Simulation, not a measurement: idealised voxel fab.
Presented below is a process module, voxel transistor to metal.
FYI the section here is cut, 295 nm wide, cells are 5 nm squares.
Cross-sections here: square-cell grids, written as top-down lists of bands, a band being one or more rows of cells. The entry gives the band's vertical extent as a top height and a bottom height in nm, then its horizontal make-up as materials from left to right, each with a width in nm. "blank" stands for empty space; a single material marked "everywhere" fills the band edge to edge. Height is counted from the level 0, under which the received wafer is composed throughout of one material. The lowest of the bands is not closed at the bottom but continues downward, in the notation "z 0 and below". The notation "30..40" denotes a width that varies across the rows of cells in the band, beginning at the first number in the top row, finishing at the second number in the bottom row, and changing by an identical amount from each row to the next. "stayed the same" after a step means that no cell of the cross-section changed. The label "Encapsulated voids" introduces a list of the empty spaces, 8 cells or larger, that have no open way up to the top; each entry in it reads width x height at distance, where the distance is taken from the left edge and all three are stated in nm. On each step's line, the part that comes after the settings is the simulator's own comment on the step. Regarding "overlay nm": on a step with a mask, it is the distance the mask lay to the right of its planned place; a negative value places it to the left.
## Below is the list of planned process steps
1: RECEIVE [material Si]
2: OXIDIZE [depth nm 5]
3: CONFORMAL_DEP [material SiN] [thk nm 10]
4: DIRECTIONAL_DEP [material aC] [thk nm 15]
5: PATTERN [tone cover] [mask id ACTIVE] [material resist] [width nm 110] [pitch nm 140] [thk nm 30] [overlay nm 0]
6: DIRECTIONAL_ETCH [etch materials aC] [depth nm 15]
7: STRIP [etch materials resist]
8: DIRECTIONAL_ETCH [etch materials SiN] [depth nm 10]
9: DIRECTIONAL_ETCH [etch materials SiO2] [depth nm 5]
10: DIRECTIONAL_ETCH [etch materials Si] [depth nm 30]
11: STRIP [etch materials aC]
12: FILL_DEP [material SiO2] [thk nm 5]
13: CMP [height nm 10]
14: SELECTIVE_ETCH [etch materials SiO2] [depth nm 5]
15: STRIP [etch materials SiN]
16: SELECTIVE_ETCH [etch materials SiO2] [depth nm 5]
17: OXIDIZE [depth nm 5]
18: DIRECTIONAL_DEP [material polySi] [thk nm 30]
19: DIRECTIONAL_DEP [material SiCN] [thk nm 10]
20: PATTERN [tone cover] [mask id GATE] [material resist] [width nm 20] [pitch nm 140] [thk nm 20] [overlay nm 0]
21: DIRECTIONAL_ETCH [etch materials SiCN] [depth nm 20]
22: DIRECTIONAL_ETCH [etch materials polySi] [depth nm 40]
23: STRIP [etch materials resist]
24: CONFORMAL_DEP [material SiO2] [thk nm 5]
25: DIRECTIONAL_ETCH [etch materials SiO2] [depth nm 5]
26: CONFORMAL_DEP [material SiN] [thk nm 5]
27: DIRECTIONAL_ETCH [etch materials SiN] [depth nm 5]
28: DIRECTIONAL_ETCH [etch materials SiO2] [depth nm 5]
29: DIRECTIONAL_ETCH [etch materials Si] [depth nm 10]
30: EPI [material SiGe] [thk nm 15]
31: FILL_DEP [material SiO2] [thk nm 5]
32: CMP [height nm 35]
33: DIRECTIONAL_DEP [material SiO2] [thk nm 10]
34: PATTERN [tone open] [mask id CONTACT] [material resist] [width nm 35] [thk nm 15] [overlay nm 0]
35: DIRECTIONAL_ETCH [etch materials SiO2] [depth nm 40]
36: STRIP [etch materials resist]
37: CONFORMAL_DEP [material TiN] [thk nm 5]
38: FILL_DEP [material Ru] [thk nm 5]
39: CMP [height nm 45]
40: DIRECTIONAL_DEP [material TiN] [thk nm 5]
41: DIRECTIONAL_DEP [material W] [thk nm 20]
42: DIRECTIONAL_DEP [material aC] [thk nm 10]
43: PATTERN [tone cover] [mask id METAL_1] [material resist] [width nm 20] [thk nm 25] [overlay nm 0]
44: DIRECTIONAL_ETCH [etch materials aC] [depth nm 10]
45: STRIP [etch materials resist]
46: DIRECTIONAL_ETCH [etch materials W] [depth nm 20]
47: DIRECTIONAL_ETCH [etch materials TiN] [depth nm 5]
48: STRIP [etch materials aC]
49: CONFORMAL_DEP [material SiN] [thk nm 5]
50: FILL_DEP [material SiO2] [thk nm 10]
51: CMP [height nm 70]
52: CONFORMAL_DEP [material SiCN] [thk nm 5]
## Shown in cross-section is the wafer as received, that is, as it stands after step 1
    z 0 and below | Si everywhere
    Encapsulated voids: none
## Cross-sectional view of the first of the two wafers upon completion of the module, processed in accordance with the plan
    z 75 to 70 | SiCN everywhere
    z 70 to 50 | SiO2: 20 / SiN: 5 / W: 20 / SiN: 5 / SiO2: 50 / SiN: 5 / W: 20 / SiN: 5 / SiO2: 30 / SiN: 5 / W: 20 / SiN: 5 / SiO2: 50 / SiN: 5 / W: 20 / SiN: 5 / SiO2: 25
    z 50 to 45 | SiN: 25 / TiN: 20 / SiN: 60 / TiN: 20 / SiN: 40 / TiN: 20 / SiN: 60 / TiN: 20 / SiN: 30
    z 45 to 35 | SiO2: 25 / TiN: 5 / Ru: 25..20 / TiN: 5..10 / SiO2: 30 / TiN: 5..10 / Ru: 25..20 / TiN: 5 / SiO2: 40 / TiN: 5 / Ru: 25..20 / TiN: 5..10 / SiO2: 30 / TiN: 5..10 / Ru: 25..20 / TiN: 5 / SiO2: 30
    z 35 to 25 | SiO2: 25 / TiN: 5 / Ru: 20 / TiN: 5 / SiN: 5 / SiO2: 5 / SiCN: 20 / SiO2: 5 / SiN: 5 / TiN: 5 / Ru: 20 / TiN: 5 / SiO2: 40 / TiN: 5 / Ru: 20 / TiN: 5 / SiN: 5 / SiO2: 5 / SiCN: 20 / SiO2: 5 / SiN: 5 / TiN: 5 / Ru: 20 / TiN: 5 / SiO2: 30
    z 25 to 10 | SiO2: 25 / TiN: 5 / Ru: 20 / TiN: 5 / SiN: 5 / SiO2: 5 / polySi: 20 / SiO2: 5 / SiN: 5 / TiN: 5 / Ru: 20 / TiN: 5 / SiO2: 40 / TiN: 5 / Ru: 20 / TiN: 5 / SiN: 5 / SiO2: 5 / polySi: 20 / SiO2: 5 / SiN: 5 / TiN: 5 / Ru: 20 / TiN: 5 / SiO2: 30
    z 10 to 5 | SiO2: 25 / TiN: 30 / SiN: 5 / SiO2: 5 / polySi: 20 / SiO2: 5 / SiN: 5 / TiN: 30 / SiO2: 40 / TiN: 30 / SiN: 5 / SiO2: 5 / polySi: 20 / SiO2: 5 / SiN: 5 / TiN: 30 / SiO2: 30
    z 5 to 0 | SiO2: 20 / SiGe: 35 / SiN: 5 / SiO2: 5 / polySi: 20 / SiO2: 5 / SiN: 5 / SiGe: 35 / SiO2: 30 / SiGe: 35 / SiN: 5 / SiO2: 5 / polySi: 20 / SiO2: 5 / SiN: 5 / SiGe: 35 / SiO2: 25
    z 0 to -5 | SiO2: 20 / SiN: 5 / SiGe: 30 / SiN: 5 / SiO2: 5 / polySi: 20 / SiO2: 5 / SiN: 5 / SiGe: 30 / SiN: 5 / SiO2: 30 / SiN: 5 / SiGe: 30 / SiN: 5 / SiO2: 5 / polySi: 20 / SiO2: 5 / SiN: 5 / SiGe: 30 / SiN: 5 / SiO2: 25
    z -5 to -10 | SiO2: 25 / SiGe: 30 / SiO2: 40 / SiGe: 30 / SiO2: 40 / SiGe: 30 / SiO2: 40 / SiGe: 30 / SiO2: 30
    z -10 to -20 | SiO2: 20 / Si: 5 / SiGe: 30 / Si: 40 / SiGe: 30 / Si: 5 / SiO2: 30 / Si: 5 / SiGe: 30 / Si: 40 / SiGe: 30 / Si: 5 / SiO2: 25
    z -20 to -35 | SiO2: 20 / Si: 110 / SiO2: 30 / Si: 110 / SiO2: 25
    z -35 and below | Si everywhere
    Encapsulated voids: none
## Module end: cross-section of wafer two of two. Same start and process plan as the first wafer. One mistake during execution
    z 90 to 85 | SiCN everywhere
    z 85 to 75 | SiO2 everywhere
    z 75 to 70 | SiO2: 20 / SiN: 30 / SiO2: 50 / SiN: 30 / SiO2: 30 / SiN: 30 / SiO2: 50 / SiN: 30 / SiO2: 25
    z 70 to 50 | SiO2: 20 / SiN: 5 / W: 20 / SiN: 5 / SiO2: 50 / SiN: 5 / W: 20 / SiN: 5 / SiO2: 30 / SiN: 5 / W: 20 / SiN: 5 / SiO2: 50 / SiN: 5 / W: 20 / SiN: 5 / SiO2: 25
    z 50 to 45 | SiN: 25 / TiN: 20 / SiN: 60 / TiN: 20 / SiN: 40 / TiN: 20 / SiN: 60 / TiN: 20 / SiN: 30
    z 45 to 35 | SiO2: 25 / TiN: 5 / Ru: 25..20 / TiN: 5..10 / SiO2: 30 / TiN: 5..10 / Ru: 25..20 / TiN: 5 / SiO2: 40 / TiN: 5 / Ru: 25..20 / TiN: 5..10 / SiO2: 30 / TiN: 5..10 / Ru: 25..20 / TiN: 5 / SiO2: 30
    z 35 to 25 | SiO2: 25 / TiN: 5 / Ru: 20 / TiN: 5 / SiN: 5 / SiO2: 5 / SiCN: 20 / SiO2: 5 / SiN: 5 / TiN: 5 / Ru: 20 / TiN: 5 / SiO2: 40 / TiN: 5 / Ru: 20 / TiN: 5 / SiN: 5 / SiO2: 5 / SiCN: 20 / SiO2: 5 / SiN: 5 / TiN: 5 / Ru: 20 / TiN: 5 / SiO2: 30
    z 25 to 10 | SiO2: 25 / TiN: 5 / Ru: 20 / TiN: 5 / SiN: 5 / SiO2: 5 / polySi: 20 / SiO2: 5 / SiN: 5 / TiN: 5 / Ru: 20 / TiN: 5 / SiO2: 40 / TiN: 5 / Ru: 20 / TiN: 5 / SiN: 5 / SiO2: 5 / polySi: 20 / SiO2: 5 / SiN: 5 / TiN: 5 / Ru: 20 / TiN: 5 / SiO2: 30
    z 10 to 5 | SiO2: 25 / TiN: 30 / SiN: 5 / SiO2: 5 / polySi: 20 / SiO2: 5 / SiN: 5 / TiN: 30 / SiO2: 40 / TiN: 30 / SiN: 5 / SiO2: 5 / polySi: 20 / SiO2: 5 / SiN: 5 / TiN: 30 / SiO2: 30
    z 5 to 0 | SiO2: 20 / SiGe: 35 / SiN: 5 / SiO2: 5 / polySi: 20 / SiO2: 5 / SiN: 5 / SiGe: 35 / SiO2: 30 / SiGe: 35 / SiN: 5 / SiO2: 5 / polySi: 20 / SiO2: 5 / SiN: 5 / SiGe: 35 / SiO2: 25
    z 0 to -5 | SiO2: 20 / SiN: 5 / SiGe: 30 / SiN: 5 / SiO2: 5 / polySi: 20 / SiO2: 5 / SiN: 5 / SiGe: 30 / SiN: 5 / SiO2: 30 / SiN: 5 / SiGe: 30 / SiN: 5 / SiO2: 5 / polySi: 20 / SiO2: 5 / SiN: 5 / SiGe: 30 / SiN: 5 / SiO2: 25
    z -5 to -10 | SiO2: 25 / SiGe: 30 / SiO2: 40 / SiGe: 30 / SiO2: 40 / SiGe: 30 / SiO2: 40 / SiGe: 30 / SiO2: 30
    z -10 to -20 | SiO2: 20 / Si: 5 / SiGe: 30 / Si: 40 / SiGe: 30 / Si: 5 / SiO2: 30 / Si: 5 / SiGe: 30 / Si: 40 / SiGe: 30 / Si: 5 / SiO2: 25
    z -20 to -35 | SiO2: 20 / Si: 110 / SiO2: 30 / Si: 110 / SiO2: 25
    z -35 and below | Si everywhere
    Encapsulated voids: none
The plan and the run diverged here: step 51 from the plan never happened, it was just skipped
Wrapping up, a cell-based count of both wafers puts the second over or under the first for these materials: SiN +24; SiO2 +153
